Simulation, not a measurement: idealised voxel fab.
The following is a process module called voxel tone inversion.
This is section cut - it's 255 nm across, gridded in 5 nm square cells.
Bands, listed from the top down, are how a cross-section gets written in this document; the cross-section itself is a grid of square cells, and a band is one or more rows of them.
The entry gives the band's vertical extent as a top height and a bottom height in nm, then its horizontal make-up as materials from left to right, each with a width in nm. "air" stands for empty space; a single material marked "all across" fills the band edge to edge.
Height 0 is the level under which the wafer as received is all one material. The lowest band goes on downwards, as in "from 0 down".
A two-number width, for instance "30 to 40", indicates that the width is equal to the first number in the top row of the band and to the second number in the bottom row, and that it changes by a constant amount per row of cells.
Reading "all unchanged" for a step: not a cell of the cross-section changed in it.
The entry "Enclosed cavities" lists the empty spaces that cover at least 8 cells and have no open path to the top. Each is written as width x height at distance, where the distance is measured from the left edge and all three values are in nm.
Past the settings on a step's line: simulator remark, on that step.
On any step carrying a mask, the "overlay nm" setting, if present on the step's line, tells how far right of its planned place the mask lay; negative values point to the left.
So the way this works: pairs, before and after one process step. The after picture only goes down to the lowest band that actually changed, nothing below. Step and its settings are under each pair. And watch out, pairs might come from different runs of this module, same starting wafer though, so a pair only follows on from the one above if its "Before the process" entry tells you so.

Before the process
  from 0 down  Si all across
  Enclosed cavities: none

Cross-Section Thereafter
  from 5 to 0  SiN all across
  Everything below 0 is unchanged.
  Enclosed cavities: none
The process step separating the two cross-sections depicted above is as follows: CONFORMAL_DEP [material SiN] [thk nm 5]

Before the process: taken from the pair above, after panel.

Cross-Section Thereafter
  from 25 to 5  aC all across
  Everything below 5 is unchanged.
  Enclosed cavities: none
The process step separating the two cross-sections depicted above is as follows: DIRECTIONAL_DEP [material aC] [thk nm 20]

Before the process: taken from the pair above, after panel.

Cross-Section Thereafter
  from 50 to 25  air 30, resist 25, air 30, resist 25, air 30, resist 25, air 30, resist 25, air 35
  Everything below 25 is unchanged.
  Enclosed cavities: none
The process step separating the two cross-sections depicted above is as follows: PATTERN [tone cover] [mask id POSTS] [material resist] [width nm 25] [pitch nm 55] [thk nm 25] [overlay nm 0]

Before the process: taken from the pair above, after panel.

Cross-Section Thereafter
  from 30 to 25  air 30, resist 25, air 30, resist 25, air 30, resist 25, air 30, resist 25, air 35
  from 25 to 5  air 30, aC 25, air 30, aC 25, air 30, aC 25, air 30, aC 25, air 35
  Everything below 5 is unchanged.
  Enclosed cavities: none
The process step separating the two cross-sections depicted above is as follows: DIRECTIONAL_ETCH [etch materials aC] [depth nm 20]

Before the process: taken from the pair above, after panel.

Cross-Section Thereafter
  from 25 to 5  air 30, aC 25, air 30, aC 25, air 30, aC 25, air 30, aC 25, air 35
  Everything below 5 is unchanged.
  Enclosed cavities: none
The process step separating the two cross-sections depicted above is as follows: STRIP [etch materials resist]

Before the process: taken from the pair above, after panel.

Cross-Section Thereafter
  from 35 to 25  SiO2 all across
  from 25 to 5  SiO2 30, aC 25, SiO2 30, aC 25, SiO2 30, aC 25, SiO2 30, aC 25, SiO2 35
  Everything below 5 is unchanged.
  Enclosed cavities: none
The process step separating the two cross-sections depicted above is as follows: FILL_DEP [material SiO2] [thk nm 10]

Before the process: taken from the pair above, after panel.

Cross-Section Thereafter
  from 25 to 5  SiO2 30, aC 25, SiO2 30, aC 25, SiO2 30, aC 25, SiO2 30, aC 25, SiO2 35
  Everything below 5 is unchanged.
  Enclosed cavities: none
The process step separating the two cross-sections depicted above is as follows: CMP [height nm 25]

Before the process: taken from the pair above, after panel.

Cross-Section Thereafter
  from 25 to 5  SiO2 30, air 25, SiO2 30, air 25, SiO2 30, air 25, SiO2 30, air 25, SiO2 35
  Everything below 5 is unchanged.
  Enclosed cavities: none
The process step separating the two cross-sections depicted above is as follows: STRIP [etch materials aC]

Before the process: taken from the pair above, after panel.

Cross-Section Thereafter
  from 30 to 25  TiN 35, air 15, TiN 40, air 15, TiN 40, air 15, TiN 40, air 15, TiN 40
  from 25 to 10  SiO2 30, TiN 5, air 15, TiN 5, SiO2 30, TiN 5, air 15, TiN 5, SiO2 30, TiN 5, air 15, TiN 5, SiO2 30, TiN 5, air 15, TiN 5, SiO2 35
  from 10 to 5  SiO2 30, TiN 25, SiO2 30, TiN 25, SiO2 30, TiN 25, SiO2 30, TiN 25, SiO2 35
  Everything below 5 is unchanged.
  Enclosed cavities: none
The process step separating the two cross-sections depicted above is as follows: CONFORMAL_DEP [material TiN] [thk nm 5]

Before the process: taken from the pair above, after panel.

Cross-Section Thereafter
  from 40 to 30  Cu all across
  from 30 to 25  TiN 35, Cu 15, TiN 40, Cu 15, TiN 40, Cu 15, TiN 40, Cu 15, TiN 40
  from 25 to 10  SiO2 30, TiN 5, Cu 15, TiN 5, SiO2 30, TiN 5, Cu 15, TiN 5, SiO2 30, TiN 5, Cu 15, TiN 5, SiO2 30, TiN 5, Cu 15, TiN 5, SiO2 35
  Everything below 10 is unchanged.
  Enclosed cavities: none
The process step separating the two cross-sections depicted above is as follows: FILL_DEP [material Cu] [thk nm 10]

Before the process: taken from the pair above, after panel.

Cross-Section Thereafter
  from 25 to 10  SiO2 30, TiN 5, Cu 15, TiN 5, SiO2 30, TiN 5, Cu 15, TiN 5, SiO2 30, TiN 5, Cu 15, TiN 5, SiO2 30, TiN 5, Cu 15, TiN 5, SiO2 35
  Everything below 10 is unchanged.
  Enclosed cavities: none
The process step separating the two cross-sections depicted above is as follows: CMP [height nm 25]

Before the process: taken from the pair above, after panel.

Cross-Section Thereafter
  from 30 to 25  SiN all across
  Everything below 25 is unchanged.
  Enclosed cavities: none
The process step separating the two cross-sections depicted above is as follows: CONFORMAL_DEP [material SiN] [thk nm 5]

Before the process
  from 0 down  Si all across
  Enclosed cavities: none

Cross-Section Thereafter
  from 20 to 0  aC all across
  Everything below 0 is unchanged.
  Enclosed cavities: none
The process step separating the two cross-sections depicted above is as follows: DIRECTIONAL_DEP [material aC] [thk nm 20]

Before the process: taken from the pair above, after panel.

Cross-Section Thereafter
  from 45 to 20  air 30, resist 25, air 30, resist 25, air 30, resist 25, air 30, resist 25, air 35
  Everything below 20 is unchanged.
  Enclosed cavities: none
The process step separating the two cross-sections depicted above is as follows: PATTERN [tone cover] [mask id POSTS] [material resist] [width nm 25] [pitch nm 55] [thk nm 25] [overlay nm 0]

Before the process: taken from the pair above, after panel.

Cross-Section Thereafter
  from 25 to 20  air 30, resist 25, air 30, resist 25, air 30, resist 25, air 30, resist 25, air 35
  from 20 to 0  air 30, aC 25, air 30, aC 25, air 30, aC 25, air 30, aC 25, air 35
  Everything below 0 is unchanged.
  Enclosed cavities: none
The process step separating the two cross-sections depicted above is as follows: DIRECTIONAL_ETCH [etch materials aC] [depth nm 20]

Before the process: taken from the pair above, after panel.

Cross-Section Thereafter
  from 20 to 0  air 30, aC 25, air 30, aC 25, air 30, aC 25, air 30, aC 25, air 35
  Everything below 0 is unchanged.
  Enclosed cavities: none
The process step separating the two cross-sections depicted above is as follows: STRIP [etch materials resist]

Before the process: taken from the pair above, after panel.

Cross-Section Thereafter
  from 30 to 20  SiO2 all across
  from 20 to 0  SiO2 30, aC 25, SiO2 30, aC 25, SiO2 30, aC 25, SiO2 30, aC 25, SiO2 35
  Everything below 0 is unchanged.
  Enclosed cavities: none
The process step separating the two cross-sections depicted above is as follows: FILL_DEP [material SiO2] [thk nm 10]

Before the process: taken from the pair above, after panel.

Cross-Section Thereafter
  from 25 to 20  SiO2 all across
  Everything below 20 is unchanged.
  Enclosed cavities: none
The process step separating the two cross-sections depicted above is as follows: CMP [height nm 25]

Before the process: taken from the pair above, after panel.

Cross-Section Thereafter
  from 30 to 25  TiN all across
  Everything below 25 is unchanged.
  Enclosed cavities: none
The process step separating the two cross-sections depicted above is as follows: CONFORMAL_DEP [material TiN] [thk nm 5]

Before the process: taken from the pair above, after panel.

Cross-Section Thereafter
  from 40 to 30  Cu all across
  Everything below 30 is unchanged.
  Enclosed cavities: none
The process step separating the two cross-sections depicted above is as follows: FILL_DEP [material Cu] [thk nm 10]

Before the process: taken from the pair above, after panel.

Cross-Section Thereafter
  from 25 to 20  SiO2 all across
  Everything below 20 is unchanged.
  Enclosed cavities: none
The process step separating the two cross-sections depicted above is as follows: CMP [height nm 25]

Before the process: taken from the pair above, after panel.

Cross-Section Thereafter
  from 30 to 25  SiN all across
  Everything below 25 is unchanged.
  Enclosed cavities: none
The process step separating the two cross-sections depicted above is as follows: CONFORMAL_DEP [material SiN] [thk nm 5]

Before the process
  from 20 to 0  aC all across
  from 0 down  Si all across
  Enclosed cavities: none

Cross-Section Thereafter
  from 25 to 20  SiN all across
  Everything below 20 is unchanged.
  Enclosed cavities: none
The process step separating the two cross-sections depicted above is as follows: CONFORMAL_DEP [material SiN] [thk nm 5]

Before the process: taken from the pair above, after panel.

Cross-Section Thereafter
  from 50 to 25  air 30, resist 25, air 30, resist 25, air 30, resist 25, air 30, resist 25, air 35
  Everything below 25 is unchanged.
  Enclosed cavities: none
The process step separating the two cross-sections depicted above is as follows: PATTERN [tone cover] [mask id POSTS] [material resist] [width nm 25] [pitch nm 55] [thk nm 25] [overlay nm 0]

Before the process: taken from the pair above, after panel.

Cross-Section Thereafter
  from 30 to 25  air 30, resist 25, air 30, resist 25, air 30, resist 25, air 30, resist 25, air 35
  Everything below 25 is unchanged.
  Enclosed cavities: none
The process step separating the two cross-sections depicted above is as follows: DIRECTIONAL_ETCH [etch materials aC] [depth nm 20]

Before the process: taken from the pair above, after panel.

Cross-Section Thereafter
  from 25 to 20  SiN all across
  Everything below 20 is unchanged.
  Enclosed cavities: none
The process step separating the two cross-sections depicted above is as follows: STRIP [etch materials resist]

Before the process: taken from the pair above, after panel.

Cross-Section Thereafter
  from 35 to 25  SiO2 all across
  Everything below 25 is unchanged.
  Enclosed cavities: none
The process step separating the two cross-sections depicted above is as follows: FILL_DEP [material SiO2] [thk nm 10]

Before the process: taken from the pair above, after panel.

Cross-Section Thereafter
  from 25 to 20  SiN all across
  Everything below 20 is unchanged.
  Enclosed cavities: none
The process step separating the two cross-sections depicted above is as follows: CMP [height nm 25]

Before the process: taken from the pair above, after panel.

Cross-Section Thereafter
  from 30 to 25  TiN all across
  Everything below 25 is unchanged.
  Enclosed cavities: none
The process step separating the two cross-sections depicted above is as follows: CONFORMAL_DEP [material TiN] [thk nm 5]

Before the process: taken from the pair above, after panel.

Cross-Section Thereafter
  from 40 to 30  Cu all across
  Everything below 30 is unchanged.
  Enclosed cavities: none
The process step separating the two cross-sections depicted above is as follows: FILL_DEP [material Cu] [thk nm 10]

Before the process: taken from the pair above, after panel.

Cross-Section Thereafter
  from 25 to 20  SiN all across
  Everything below 20 is unchanged.
  Enclosed cavities: none
The process step separating the two cross-sections depicted above is as follows: CMP [height nm 25]

Before the process: taken from the pair above, after panel.

Cross-Section Thereafter
  from 30 to 20  SiN all across
  Everything below 20 is unchanged.
  Enclosed cavities: none
The process step separating the two cross-sections depicted above is as follows: CONFORMAL_DEP [material SiN] [thk nm 5]

Before the process
  from 40 to 30  Cu all across
  from 30 to 25  TiN 35, Cu 15, TiN 40, Cu 15, TiN 40, Cu 15, TiN 40, Cu 15, TiN 40
  from 25 to 10  SiO2 30, TiN 5, Cu 15, TiN 5, SiO2 30, TiN 5, Cu 15, TiN 5, SiO2 30, TiN 5, Cu 15, TiN 5, SiO2 30, TiN 5, Cu 15, TiN 5, SiO2 35
  from 10 to 5  SiO2 30, TiN 25, SiO2 30, TiN 25, SiO2 30, TiN 25, SiO2 30, TiN 25, SiO2 35
  from 5 to 0  SiN all across
  from 0 down  Si all across
  Enclosed cavities: none

Cross-Section Thereafter
  from 15 to 10  SiO2 30, TiN 5, Cu 15, TiN 5, SiO2 30, TiN 5, Cu 15, TiN 5, SiO2 30, TiN 5, Cu 15, TiN 5, SiO2 30, TiN 5, Cu 15, TiN 5, SiO2 35
  Everything below 10 is unchanged.
  Enclosed cavities: none
The process step separating the two cross-sections depicted above is as follows: CMP [height nm 15]

Before the process: taken from the pair above, after panel.

Cross-Section Thereafter
  from 20 to 15  SiN all across
  Everything below 15 is unchanged.
  Enclosed cavities: none
The process step separating the two cross-sections depicted above is as follows: CONFORMAL_DEP [material SiN] [thk nm 5]

Before the process
  from 25 to 5  aC all across
  from 5 to 0  SiN all across
  from 0 down  Si all across
  Enclosed cavities: none

Cross-Section Thereafter
  from 50 to 25  air 35, resist 15, air 40, resist 15, air 40, resist 15, air 40, resist 15, air 40
  Everything below 25 is unchanged.
  Enclosed cavities: none
The process step separating the two cross-sections depicted above is as follows: PATTERN [tone cover] [mask id POSTS] [material resist] [width nm 15] [pitch nm 55] [thk nm 25] [overlay nm 0]

Before the process: taken from the pair above, after panel.

Cross-Section Thereafter
  from 30 to 25  air 35, resist 15, air 40, resist 15, air 40, resist 15, air 40, resist 15, air 40
  from 25 to 5  air 35, aC 15, air 40, aC 15, air 40, aC 15, air 40, aC 15, air 40
  Everything below 5 is unchanged.
  Enclosed cavities: none
The process step separating the two cross-sections depicted above is as follows: DIRECTIONAL_ETCH [etch materials aC] [depth nm 20]

Before the process: taken from the pair above, after panel.

Cross-Section Thereafter
  from 25 to 5  air 35, aC 15, air 40, aC 15, air 40, aC 15, air 40, aC 15, air 40
  Everything below 5 is unchanged.
  Enclosed cavities: none
The process step separating the two cross-sections depicted above is as follows: STRIP [etch materials resist]

Before the process: taken from the pair above, after panel.

Cross-Section Thereafter
  from 35 to 25  SiO2 all across
  from 25 to 5  SiO2 35, aC 15, SiO2 40, aC 15, SiO2 40, aC 15, SiO2 40, aC 15, SiO2 40
  Everything below 5 is unchanged.
  Enclosed cavities: none
The process step separating the two cross-sections depicted above is as follows: FILL_DEP [material SiO2] [thk nm 10]

Before the process: taken from the pair above, after panel.

Cross-Section Thereafter
  from 25 to 5  SiO2 35, aC 15, SiO2 40, aC 15, SiO2 40, aC 15, SiO2 40, aC 15, SiO2 40
  Everything below 5 is unchanged.
  Enclosed cavities: none
The process step separating the two cross-sections depicted above is as follows: CMP [height nm 25]

Before the process: taken from the pair above, after panel.

Cross-Section Thereafter
  from 25 to 5  SiO2 35, air 15, SiO2 40, air 15, SiO2 40, air 15, SiO2 40, air 15, SiO2 40
  Everything below 5 is unchanged.
  Enclosed cavities: none
The process step separating the two cross-sections depicted above is as follows: STRIP [etch materials aC]

Before the process: taken from the pair above, after panel.

Cross-Section Thereafter
  from 30 to 25  TiN 40, air 5, TiN 50, air 5, TiN 50, air 5, TiN 50, air 5, TiN 45
  from 25 to 10  SiO2 35, TiN 5, air 5, TiN 5, SiO2 40, TiN 5, air 5, TiN 5, SiO2 40, TiN 5, air 5, TiN 5, SiO2 40, TiN 5, air 5, TiN 5, SiO2 40
  from 10 to 5  SiO2 35, TiN 15, SiO2 40, TiN 15, SiO2 40, TiN 15, SiO2 40, TiN 15, SiO2 40
  Everything below 5 is unchanged.
  Enclosed cavities: none
The process step separating the two cross-sections depicted above is as follows: CONFORMAL_DEP [material TiN] [thk nm 5]

Before the process: taken from the pair above, after panel.

Cross-Section Thereafter
  from 40 to 30  Cu all across
  from 30 to 25  TiN 40, Cu 5, TiN 50, Cu 5, TiN 50, Cu 5, TiN 50, Cu 5, TiN 45
  from 25 to 10  SiO2 35, TiN 5, Cu 5, TiN 5, SiO2 40, TiN 5, Cu 5, TiN 5, SiO2 40, TiN 5, Cu 5, TiN 5, SiO2 40, TiN 5, Cu 5, TiN 5, SiO2 40
  Everything below 10 is unchanged.
  Enclosed cavities: none
The process step separating the two cross-sections depicted above is as follows: FILL_DEP [material Cu] [thk nm 10]

Before the process: taken from the pair above, after panel.

Cross-Section Thereafter
  from 25 to 10  SiO2 35, TiN 5, Cu 5, TiN 5, SiO2 40, TiN 5, Cu 5, TiN 5, SiO2 40, TiN 5, Cu 5, TiN 5, SiO2 40, TiN 5, Cu 5, TiN 5, SiO2 40
  Everything below 10 is unchanged.
  Enclosed cavities: none
The process step separating the two cross-sections depicted above is as follows: CMP [height nm 25]

Before the process: taken from the pair above, after panel.

Cross-Section Thereafter
  from 30 to 25  SiN all across
  Everything below 25 is unchanged.
  Enclosed cavities: none
The process step separating the two cross-sections depicted above is as follows: CONFORMAL_DEP [material SiN] [thk nm 5]

Before the process
  from 25 to 5  aC all across
  from 5 to 0  SiN all across
  from 0 down  Si all across
  Enclosed cavities: none

Cross-Section Thereafter
  from 50 to 25  air 20, resist 25, air 30, resist 25, air 30, resist 25, air 30, resist 25, air 45
  Everything below 25 is unchanged.
  Enclosed cavities: none
The process step separating the two cross-sections depicted above is as follows: PATTERN [tone cover] [mask id POSTS] [material resist] [width nm 25] [pitch nm 55] [thk nm 25] [overlay nm -10]

Before the process: taken from the pair above, after panel.

Cross-Section Thereafter
  from 30 to 25  air 20, resist 25, air 30, resist 25, air 30, resist 25, air 30, resist 25, air 45
  from 25 to 5  air 20, aC 25, air 30, aC 25, air 30, aC 25, air 30, aC 25, air 45
  Everything below 5 is unchanged.
  Enclosed cavities: none
The process step separating the two cross-sections depicted above is as follows: DIRECTIONAL_ETCH [etch materials aC] [depth nm 20]

Before the process: taken from the pair above, after panel.

Cross-Section Thereafter
  from 25 to 5  air 20, aC 25, air 30, aC 25, air 30, aC 25, air 30, aC 25, air 45
  Everything below 5 is unchanged.
  Enclosed cavities: none
The process step separating the two cross-sections depicted above is as follows: STRIP [etch materials resist]

Before the process: taken from the pair above, after panel.

Cross-Section Thereafter
  from 35 to 25  SiO2 all across
  from 25 to 5  SiO2 20, aC 25, SiO2 30, aC 25, SiO2 30, aC 25, SiO2 30, aC 25, SiO2 45
  Everything below 5 is unchanged.
  Enclosed cavities: none
The process step separating the two cross-sections depicted above is as follows: FILL_DEP [material SiO2] [thk nm 10]

Before the process: taken from the pair above, after panel.

Cross-Section Thereafter
  from 25 to 5  SiO2 20, aC 25, SiO2 30, aC 25, SiO2 30, aC 25, SiO2 30, aC 25, SiO2 45
  Everything below 5 is unchanged.
  Enclosed cavities: none
The process step separating the two cross-sections depicted above is as follows: CMP [height nm 25]

Before the process: taken from the pair above, after panel.

Cross-Section Thereafter
  from 25 to 5  SiO2 20, air 25, SiO2 30, air 25, SiO2 30, air 25, SiO2 30, air 25, SiO2 45
  Everything below 5 is unchanged.
  Enclosed cavities: none
The process step separating the two cross-sections depicted above is as follows: STRIP [etch materials aC]

Before the process: taken from the pair above, after panel.

Cross-Section Thereafter
  from 30 to 25  TiN 25, air 15, TiN 40, air 15, TiN 40, air 15, TiN 40, air 15, TiN 50
  from 25 to 10  SiO2 20, TiN 5, air 15, TiN 5, SiO2 30, TiN 5, air 15, TiN 5, SiO2 30, TiN 5, air 15, TiN 5, SiO2 30, TiN 5, air 15, TiN 5, SiO2 45
  from 10 to 5  SiO2 20, TiN 25, SiO2 30, TiN 25, SiO2 30, TiN 25, SiO2 30, TiN 25, SiO2 45
  Everything below 5 is unchanged.
  Enclosed cavities: none
The process step separating the two cross-sections depicted above is as follows: CONFORMAL_DEP [material TiN] [thk nm 5]

Before the process: taken from the pair above, after panel.

Cross-Section Thereafter
  from 40 to 30  Cu all across
  from 30 to 25  TiN 25, Cu 15, TiN 40, Cu 15, TiN 40, Cu 15, TiN 40, Cu 15, TiN 50
  from 25 to 10  SiO2 20, TiN 5, Cu 15, TiN 5, SiO2 30, TiN 5, Cu 15, TiN 5, SiO2 30, TiN 5, Cu 15, TiN 5, SiO2 30, TiN 5, Cu 15, TiN 5, SiO2 45
  Everything below 10 is unchanged.
  Enclosed cavities: none
The process step separating the two cross-sections depicted above is as follows: FILL_DEP [material Cu] [thk nm 10]

Before the process: taken from the pair above, after panel.

Cross-Section Thereafter
  from 25 to 10  SiO2 20, TiN 5, Cu 15, TiN 5, SiO2 30, TiN 5, Cu 15, TiN 5, SiO2 30, TiN 5, Cu 15, TiN 5, SiO2 30, TiN 5, Cu 15, TiN 5, SiO2 45
  Everything below 10 is unchanged.
  Enclosed cavities: none
The process step separating the two cross-sections depicted above is as follows: CMP [height nm 25]

Before the process: taken from the pair above, after panel.

Cross-Section Thereafter
  from 30 to 25  SiN all across
  Everything below 25 is unchanged.
  Enclosed cavities: none
The process step separating the two cross-sections depicted above is as follows: CONFORMAL_DEP [material SiN] [thk nm 5]

Before the process
  from 25 to 5  SiO2 30, air 25, SiO2 30, air 25, SiO2 30, air 25, SiO2 30, air 25, SiO2 35
  from 5 to 0  SiN all across
  from 0 down  Si all across
  Enclosed cavities: none

Cross-Section Thereafter
  from 30 to 10  SiO2 35, air 15, SiO2 40, air 15, SiO2 40, air 15, SiO2 40, air 15, SiO2 40
  from 10 to 5  SiO2 all across
  Everything below 5 is unchanged.
  Enclosed cavities: none
The process step separating the two cross-sections depicted above is as follows: CONFORMAL_DEP [material SiO2] [thk nm 5]

Before the process: taken from the pair above, after panel.

Cross-Section Thereafter
  from 40 to 30  Cu all across
  from 30 to 10  SiO2 35, Cu 15, SiO2 40, Cu 15, SiO2 40, Cu 15, SiO2 40, Cu 15, SiO2 40
  Everything below 10 is unchanged.
  Enclosed cavities: none
The process step separating the two cross-sections depicted above is as follows: FILL_DEP [material Cu] [thk nm 10]

Before the process: taken from the pair above, after panel.

Cross-Section Thereafter
  from 25 to 10  SiO2 35, Cu 15, SiO2 40, Cu 15, SiO2 40, Cu 15, SiO2 40, Cu 15, SiO2 40
  Everything below 10 is unchanged.
  Enclosed cavities: none
The process step separating the two cross-sections depicted above is as follows: CMP [height nm 25]

Before the process: taken from the pair above, after panel.

Cross-Section Thereafter
  from 30 to 25  SiN all across
  Everything below 25 is unchanged.
  Enclosed cavities: none
The process step separating the two cross-sections depicted above is as follows: CONFORMAL_DEP [material SiN] [thk nm 5]

Before the process
  from 25 to 5  aC all across
  from 5 to 0  SiN all across
  from 0 down  Si all across
  Enclosed cavities: none

Cross-Section Thereafter
  from 50 to 25  resist 30, air 25, resist 30, air 25, resist 30, air 25, resist 30, air 25, resist 35
  Everything below 25 is unchanged.
  Enclosed cavities: none
The process step separating the two cross-sections depicted above is as follows: PATTERN [tone open] [mask id POSTS] [material resist] [width nm 25] [pitch nm 55] [thk nm 25] [overlay nm 0]

Before the process: taken from the pair above, after panel.

Cross-Section Thereafter
  from 30 to 25  resist 30, air 25, resist 30, air 25, resist 30, air 25, resist 30, air 25, resist 35
  from 25 to 5  aC 30, air 25, aC 30, air 25, aC 30, air 25, aC 30, air 25, aC 35
  Everything below 5 is unchanged.
  Enclosed cavities: none
The process step separating the two cross-sections depicted above is as follows: DIRECTIONAL_ETCH [etch materials aC] [depth nm 20]

Before the process: taken from the pair above, after panel.

Cross-Section Thereafter
  from 25 to 5  aC 30, air 25, aC 30, air 25, aC 30, air 25, aC 30, air 25, aC 35
  Everything below 5 is unchanged.
  Enclosed cavities: none
The process step separating the two cross-sections depicted above is as follows: STRIP [etch materials resist]

Before the process: taken from the pair above, after panel.

Cross-Section Thereafter
  from 35 to 25  SiO2 all across
  from 25 to 5  aC 30, SiO2 25, aC 30, SiO2 25, aC 30, SiO2 25, aC 30, SiO2 25, aC 35
  Everything below 5 is unchanged.
  Enclosed cavities: none
The process step separating the two cross-sections depicted above is as follows: FILL_DEP [material SiO2] [thk nm 10]

Before the process: taken from the pair above, after panel.

Cross-Section Thereafter
  from 25 to 5  aC 30, SiO2 25, aC 30, SiO2 25, aC 30, SiO2 25, aC 30, SiO2 25, aC 35
  Everything below 5 is unchanged.
  Enclosed cavities: none
The process step separating the two cross-sections depicted above is as follows: CMP [height nm 25]

Before the process: taken from the pair above, after panel.

Cross-Section Thereafter
  from 25 to 5  air 30, SiO2 25, air 30, SiO2 25, air 30, SiO2 25, air 30, SiO2 25, air 35
  Everything below 5 is unchanged.
  Enclosed cavities: none
The process step separating the two cross-sections depicted above is as follows: STRIP [etch materials aC]

Before the process: taken from the pair above, after panel.

Cross-Section Thereafter
  from 30 to 25  air 25, TiN 35, air 20, TiN 35, air 20, TiN 35, air 20, TiN 35, air 30
  from 25 to 10  air 25, TiN 5, SiO2 25, TiN 5, air 20, TiN 5, SiO2 25, TiN 5, air 20, TiN 5, SiO2 25, TiN 5, air 20, TiN 5, SiO2 25, TiN 5, air 30
  from 10 to 5  TiN 30, SiO2 25, TiN 30, SiO2 25, TiN 30, SiO2 25, TiN 30, SiO2 25, TiN 35
  Everything below 5 is unchanged.
  Enclosed cavities: none
The process step separating the two cross-sections depicted above is as follows: CONFORMAL_DEP [material TiN] [thk nm 5]

Before the process: taken from the pair above, after panel.

Cross-Section Thereafter
  from 40 to 30  Cu all across
  from 30 to 25  Cu 25, TiN 35, Cu 20, TiN 35, Cu 20, TiN 35, Cu 20, TiN 35, Cu 30
  from 25 to 10  Cu 25, TiN 5, SiO2 25, TiN 5, Cu 20, TiN 5, SiO2 25, TiN 5, Cu 20, TiN 5, SiO2 25, TiN 5, Cu 20, TiN 5, SiO2 25, TiN 5, Cu 30
  Everything below 10 is unchanged.
  Enclosed cavities: none
The process step separating the two cross-sections depicted above is as follows: FILL_DEP [material Cu] [thk nm 10]

Before the process: taken from the pair above, after panel.

Cross-Section Thereafter
  from 25 to 10  Cu 25, TiN 5, SiO2 25, TiN 5, Cu 20, TiN 5, SiO2 25, TiN 5, Cu 20, TiN 5, SiO2 25, TiN 5, Cu 20, TiN 5, SiO2 25, TiN 5, Cu 30
  Everything below 10 is unchanged.
  Enclosed cavities: none
The process step separating the two cross-sections depicted above is as follows: CMP [height nm 25]

Before the process: taken from the pair above, after panel.

Cross-Section Thereafter
  from 30 to 25  SiN all across
  Everything below 25 is unchanged.
  Enclosed cavities: none
The process step separating the two cross-sections depicted above is as follows: CONFORMAL_DEP [material SiN] [thk nm 5]
